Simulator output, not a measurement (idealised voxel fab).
The name of this process module is voxel released beams.
cross-section cut | 265 nm wide | cells 5 nm
Cross-section spec: square-cell grid; bands listed top down; each band is one or more rows.
The band entry comprises the height of the band's top followed by the height of its bottom, expressed in nm, and subsequently the band's materials from left to right, each stated together with its width in nm. Where a single material is marked with the word "full width", that material fills the band from edge to edge. The word "blank" represents empty space.
The reference from which all heights are counted is 0, the level beneath which the as-received wafer is entirely one material; the lowest band, having no lower bound, proceeds downward and is written after the example "from 0 down".
A width given as "30..40" starts at the first number in the band's top row and ends at the second number in its bottom row, shifting by an equal amount at every step from row to row.
For the purposes of this document, the phrase "everything unchanged" attached to a step denotes that no cell within the cross-section was modified by that step.
"Fully sealed cavities": sealed empty spaces, 8 cells or more, no open way to top, listed width x height at distance, with distance from the left edge and width, height and distance in nm.
Whatever follows a step's settings on its line is a remark the simulator itself makes about that step.
For masked steps, "overlay nm" on the step line gives how far right of plan the mask actually lay; a minus sign means it lay to the left.
**The planned process steps are enumerated hereunder**
- 1: RECEIVE with material Si
- 2: CONFORMAL_DEP with material SiN, thk nm 5
- 3: DIRECTIONAL_DEP with material SiO2, thk nm 20
- 4: DIRECTIONAL_DEP with material aC, thk nm 15
- 5: PATTERN with tone open, mask id ANCHOR, material resist, width nm 45, thk nm 35, overlay nm 0
- 6: DIRECTIONAL_ETCH with etch materials aC, depth nm 15
- 7: STRIP with etch materials resist
- 8: DIRECTIONAL_ETCH with etch materials SiO2, depth nm 20
- 9: STRIP with etch materials aC
- 10: CONFORMAL_DEP with material W, thk nm 15
- 11: DIRECTIONAL_DEP with material aC, thk nm 10
- 12: PATTERN with tone cover, mask id BEAM, material resist, width nm 95, thk nm 30, overlay nm 0
- 13: DIRECTIONAL_ETCH with etch materials aC, depth nm 10
- 14: STRIP with etch materials resist
- 15: DIRECTIONAL_ETCH with etch materials W, depth nm 15
- 16: STRIP with etch materials aC
- 17: STRIP with etch materials SiO2
**Cross-section: wafer on arrival = after step 1**
    from 0 down  Si full width
    Fully sealed cavities: none
**Cross-sectional image of the first of two wafers at the end of the module, the run having proceeded as planned**
    from 40 to 25  blank=80 / W=20 / blank=15 / W=60 / blank=90
    from 25 to 20  blank=85 / W=15 / blank=15 / W=15 / blank=135
    from 20 to 5  blank=85 / W=45 / blank=135
    from 5 to 0  SiN full width
    from 0 down  Si full width
    Fully sealed cavities: none
**Second of two wafers, module complete, sectioned: it shares the first wafer's start and plan but was run with one mistake**
    from 40 to 25  blank=80 / W=65 / blank=120
    from 25 to 20  blank=70 / W=15 / SiO2=45 / W=15 / blank=120
    from 20 to 5  blank=70 / W=15 / SiO2=45 / W=45 / blank=90
    from 5 to 0  SiN full width
    from 0 down  Si full width
    Fully sealed cavities: none
Here's what went sideways: it should be noted that step 5 was executed with settings other than those planned, the operation and settings actually applied being PATTERN with tone cover, mask id ANCHOR, material resist, width nm 45, thk nm 35, overlay nm 0
End of process, cell counts, second wafer against first, materials with more or fewer: +36 SiO2
